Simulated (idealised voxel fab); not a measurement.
process module | voxel released beams
cross-section cut | 250 nm wide | cells 5 nm
A cross-section is a grid of square cells, given in bands from the top down. A band is one or more rows of cells.
Each band's line starts with the height of the band's top and of its bottom, in nm. Then come its materials from left to right, each with its width in nm. One material with "throughout" fills the band from edge to edge. "air" is empty space.
Height 0 is the level under which the wafer as received is all one material. The lowest band goes on downwards, as in "0 down".
A width such as "30 to 40" changes by the same amount from each row of cells to the next, from the band's top row to its bottom row.
"no change" after a step means that no cell of the cross-section changed.
closed voids: empty space of 8 cells or more with no open way to the top, each as width x height at its distance from the left edge, in nm
after a step's settings: what the simulator itself notes on the step
overlay nm, on a step with a mask: how far to the right of its planned place the mask lay; to the left if negative
plan
1 op RECEIVE | material Si
2 op CONFORMAL_DEP | material Al2O3 | thk nm 10
3 op DIRECTIONAL_DEP | material SiO2 | thk nm 15
4 op MASKED_ETCH | tone open | mask id ANCHOR | width nm 25 | etch materials SiO2 | depth nm 15 | overlay nm 0
5 op CONFORMAL_DEP | material W | thk nm 10
6 op DIRECTIONAL_DEP | material aC | thk nm 15
7 op PATTERN | tone cover | mask id BEAM | material resist | width nm 110 | thk nm 30 | overlay nm 0
8 op DIRECTIONAL_ETCH | etch materials aC | depth nm 15
9 op STRIP | etch materials resist
10 op DIRECTIONAL_ETCH | etch materials W | depth nm 10
11 op STRIP | etch materials aC
12 op STRIP | etch materials SiO2
first wafer, as planned
as received, after step 1
  0 down: Si throughout
  closed voids: none
after step 2
  10 to 0: Al2O3 throughout
  below 0: unchanged
after step 3
  25 to 10: SiO2 throughout
  below 10: unchanged
after step 4
  25 to 10: SiO2 70 | air 25 | SiO2 155
  below 10: unchanged
after step 5
  35 to 25: W 80 | air 5 | W 165
  25 to 20: SiO2 70 | W 10 | air 5 | W 10 | SiO2 155
  20 to 10: SiO2 70 | W 25 | SiO2 155
  below 10: unchanged
after step 6
  50 to 35: aC 80 | air 5 | aC 165
  35 to 25: W 80 | aC 5 | W 165
  25 to 20: SiO2 70 | W 10 | aC 5 | W 10 | SiO2 155
  below 20: unchanged
after step 7
  80 to 50: air 65 | resist 110 | air 75
  50 to 35: aC 80 | resist 5 | aC 165
  below 35: unchanged
after step 8
  65 to 50: air 65 | resist 110 | air 75
  50 to 35: air 65 | aC 15 | resist 5 | aC 90 | air 75
  below 35: unchanged
after step 9
  50 to 35: air 65 | aC 15 | air 5 | aC 90 | air 75
  below 35: unchanged
after step 10
  50 to 35: air 65 | aC 15 | air 5 | aC 90 | air 75
  35 to 25: air 65 | W 15 | aC 5 | W 90 | air 75
  below 25: unchanged
after step 11
  35 to 25: air 65 | W 15 | air 5 | W 90 | air 75
  25 to 20: SiO2 70 | W 10 | air 5 | W 10 | SiO2 155
  below 20: unchanged
after step 12
  35 to 25: air 65 | W 15 | air 5 | W 90 | air 75
  25 to 20: air 70 | W 10 | air 5 | W 10 | air 155
  20 to 10: air 70 | W 25 | air 155
  below 10: unchanged
second wafer: like start, like plan, one mistake. Through step 1 it matches the first wafer
when step 2 should have ended
  15 to 0: SiO2 throughout
  below 0: unchanged
when step 3 should have ended
  25 to 15: Al2O3 throughout
  below 15: unchanged
when step 4 should have ended: no change
when step 5 should have ended
  35 to 25: W throughout
  below 25: unchanged
when step 6 should have ended
  50 to 35: aC throughout
  below 35: unchanged
when step 7 should have ended
  80 to 50: air 65 | resist 110 | air 75
  below 50: unchanged
when step 8 should have ended
  65 to 50: air 65 | resist 110 | air 75
  50 to 35: air 65 | aC 110 | air 75
  below 35: unchanged
when step 9 should have ended
  50 to 35: air 65 | aC 110 | air 75
  below 35: unchanged
when step 10 should have ended
  50 to 35: air 65 | aC 110 | air 75
  35 to 25: air 65 | W 110 | air 75
  below 25: unchanged
when step 11 should have ended
  35 to 25: air 65 | W 110 | air 75
  below 25: unchanged
when step 12 should have ended: no change
what went wrong: steps 2 and 3 were swapped
at the end the second wafer has, in cells: 150 more of SiO2 | 12 fewer of W
